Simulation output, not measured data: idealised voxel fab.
Name of the process module below: voxel ribs on slabs
Shown is cross-section cut, with a width of 150 nm and square cells of size 5 nm.
In what follows, cross-sections appear as grids of square cells, described through bands that run from the top down, where every band is one or more rows of cells.
The entry gives the band's vertical extent as a top height and a bottom height in nm, then its horizontal make-up as materials from left to right, each with a width in nm. "empty" stands for empty space; a single material marked "everywhere" fills the band edge to edge.
Heights from 0 (as-received wafer is one material below). Bottom band endless downward, as "0 -> down".
A width such as "30..40" changes by the same amount from each row of cells to the next, from the band's top row to its bottom row.
You'll sometimes find "no modifications" written for a step, and that's the way of saying that nowhere in the cross-section did a cell change during that step.
Look at "Non-vented voids" for the closed voids: empty spaces with no open path to the top, sized 8 cells or up. Each is width x height at distance, distance from the left edge, all nm.
after a step's settings: what the simulator itself notes on the step
overlay nm: where the mask lay relative to plan, measured to the right, on steps with a mask; negatives go left.
Planned process steps:
| 1 | RECEIVE with material Si |
| 2 | DIRECTIONAL_DEP with material SiO2, thk nm 20 |
| 3 | DIRECTIONAL_DEP with material polySi, thk nm 25 |
| 4 | MASKED_ETCH with tone cover, mask id RIB, width nm 20, etch materials polySi, depth nm 15, overlay nm 0 |
| 5 | DIRECTIONAL_DEP with material aC, thk nm 15 |
| 6 | PATTERN with tone cover, mask id SLAB, material resist, width nm 50, thk nm 30, overlay nm 0 |
| 7 | DIRECTIONAL_ETCH with etch materials aC, depth nm 15 |
| 8 | STRIP with etch materials resist |
| 9 | DIRECTIONAL_ETCH with etch materials polySi, depth nm 10 |
| 10 | STRIP with etch materials aC |
| 11 | FILL_DEP with material SiO2, thk nm 15 |
| 12 | CMP with height nm 55 |
| 13 | DIRECTIONAL_DEP with material W, thk nm 5 |
| 14 | DIRECTIONAL_DEP with material aC, thk nm 15 |
| 15 | PATTERN with tone cover, mask id HEATER, material resist, width nm 30, thk nm 30, overlay nm 0 |
| 16 | DIRECTIONAL_ETCH with etch materials aC, depth nm 15 |
| 17 | STRIP with etch materials resist |
| 18 | DIRECTIONAL_ETCH with etch materials W, depth nm 5 |
| 19 | STRIP with etch materials aC |
| 20 | CONFORMAL_DEP with material SiO2, thk nm 10 |
First of two wafers, with the run carried out as planned:
So this is the incoming wafer in cross-section - it's already been through step 1:
* 0 -> down = Si everywhere
* Non-vented voids: none
Step 2 done - wafer cross-section:
* 20 -> 0 = SiO2 everywhere
* Below 0 it's all the same as before, nothing changed down there.
Step 3 done - wafer cross-section:
* 45 -> 20 = polySi everywhere
* Below 20 it's all the same as before, nothing changed down there.
Step 4 done - wafer cross-section:
* 45 -> 30 = empty (65); polySi (20); empty (65)
* Below 30 it's all the same as before, nothing changed down there.
Step 5 done - wafer cross-section:
* 60 -> 45 = empty (65); aC (20); empty (65)
* 45 -> 30 = aC (65); polySi (20); aC (65)
* Below 30 it's all the same as before, nothing changed down there.
Step 6 done - wafer cross-section:
* 90 -> 60 = empty (50); resist (50); empty (50)
* 60 -> 45 = empty (50); resist (15); aC (20); resist (15); empty (50)
* Below 45 it's all the same as before, nothing changed down there.
Step 7 done - wafer cross-section:
* 75 -> 60 = empty (50); resist (50); empty (50)
* 60 -> 45 = empty (50); resist (15); aC (20); resist (15); empty (50)
* 45 -> 30 = empty (50); aC (15); polySi (20); aC (15); empty (50)
* Below 30 it's all the same as before, nothing changed down there.
Step 8 done - wafer cross-section:
* 60 -> 45 = empty (65); aC (20); empty (65)
* Below 45 it's all the same as before, nothing changed down there.
Step 9 done - wafer cross-section:
* 60 -> 45 = empty (65); aC (20); empty (65)
* 45 -> 30 = empty (50); aC (15); polySi (20); aC (15); empty (50)
* 30 -> 20 = empty (50); polySi (50); empty (50)
* Below 20 it's all the same as before, nothing changed down there.
Step 10 done - wafer cross-section:
* 45 -> 30 = empty (65); polySi (20); empty (65)
* Below 30 it's all the same as before, nothing changed down there.
Step 11 done - wafer cross-section:
* 60 -> 45 = SiO2 everywhere
* 45 -> 30 = SiO2 (65); polySi (20); SiO2 (65)
* 30 -> 20 = SiO2 (50); polySi (50); SiO2 (50)
* Below 20 it's all the same as before, nothing changed down there.
Step 12 done - wafer cross-section:
* 55 -> 45 = SiO2 everywhere
* Below 45 it's all the same as before, nothing changed down there.
Step 13 done - wafer cross-section:
* 60 -> 55 = W everywhere
* Below 55 it's all the same as before, nothing changed down there.
Step 14 done - wafer cross-section:
* 75 -> 60 = aC everywhere
* Below 60 it's all the same as before, nothing changed down there.
Step 15 done - wafer cross-section:
* 105 -> 75 = empty (60); resist (30); empty (60)
* Below 75 it's all the same as before, nothing changed down there.
Step 16 done - wafer cross-section:
* 90 -> 75 = empty (60); resist (30); empty (60)
* 75 -> 60 = empty (60); aC (30); empty (60)
* Below 60 it's all the same as before, nothing changed down there.
Step 17 done - wafer cross-section:
* 75 -> 60 = empty (60); aC (30); empty (60)
* Below 60 it's all the same as before, nothing changed down there.
Step 18 done - wafer cross-section:
* 75 -> 60 = empty (60); aC (30); empty (60)
* 60 -> 55 = empty (60); W (30); empty (60)
* Below 55 it's all the same as before, nothing changed down there.
Step 19 done - wafer cross-section:
* 60 -> 55 = empty (60); W (30); empty (60)
* Below 55 it's all the same as before, nothing changed down there.
Step 20 done - wafer cross-section:
* 70 -> 65 = empty (50); SiO2 (50); empty (50)
* 65 -> 60 = SiO2 everywhere
* 60 -> 55 = SiO2 (60); W (30); SiO2 (60)
* Below 55 it's all the same as before, nothing changed down there.
The second wafer was prepared from the same starting point and under the same plan as the first; its processing contained one mistake, and it remains indistinguishable from the first wafer up to and including step 14:
Second wafer cross-section, taken as of the time the plan sets for step 15 to be done:
* 105 -> 75 = empty (65); resist (30); empty (55)
* Below 75 it's all the same as before, nothing changed down there.
Second wafer cross-section, taken as of the time the plan sets for step 16 to be done:
* 90 -> 75 = empty (65); resist (30); empty (55)
* 75 -> 60 = empty (65); aC (30); empty (55)
* Below 60 it's all the same as before, nothing changed down there.
Second wafer cross-section, taken as of the time the plan sets for step 17 to be done:
* 75 -> 60 = empty (65); aC (30); empty (55)
* Below 60 it's all the same as before, nothing changed down there.
Second wafer cross-section, taken as of the time the plan sets for step 18 to be done:
* 75 -> 60 = empty (65); aC (30); empty (55)
* 60 -> 55 = empty (65); W (30); empty (55)
* Below 55 it's all the same as before, nothing changed down there.
Second wafer cross-section, taken as of the time the plan sets for step 19 to be done:
* 60 -> 55 = empty (65); W (30); empty (55)
* Below 55 it's all the same as before, nothing changed down there.
Second wafer cross-section, taken as of the time the plan sets for step 20 to be done:
* 70 -> 65 = empty (55); SiO2 (50); empty (45)
* 65 -> 60 = SiO2 everywhere
* 60 -> 55 = SiO2 (65); W (30); SiO2 (55)
* Below 55 it's all the same as before, nothing changed down there.
what went wrong: step 15 was run on a setting that differed from the plan, and what really ran there is PATTERN with tone cover, mask id HEATER, material resist, width nm 30, thk nm 30, overlay nm 5
So at the finish, the second wafer's got exactly as many cells of each material as the first, just not in the same spots.
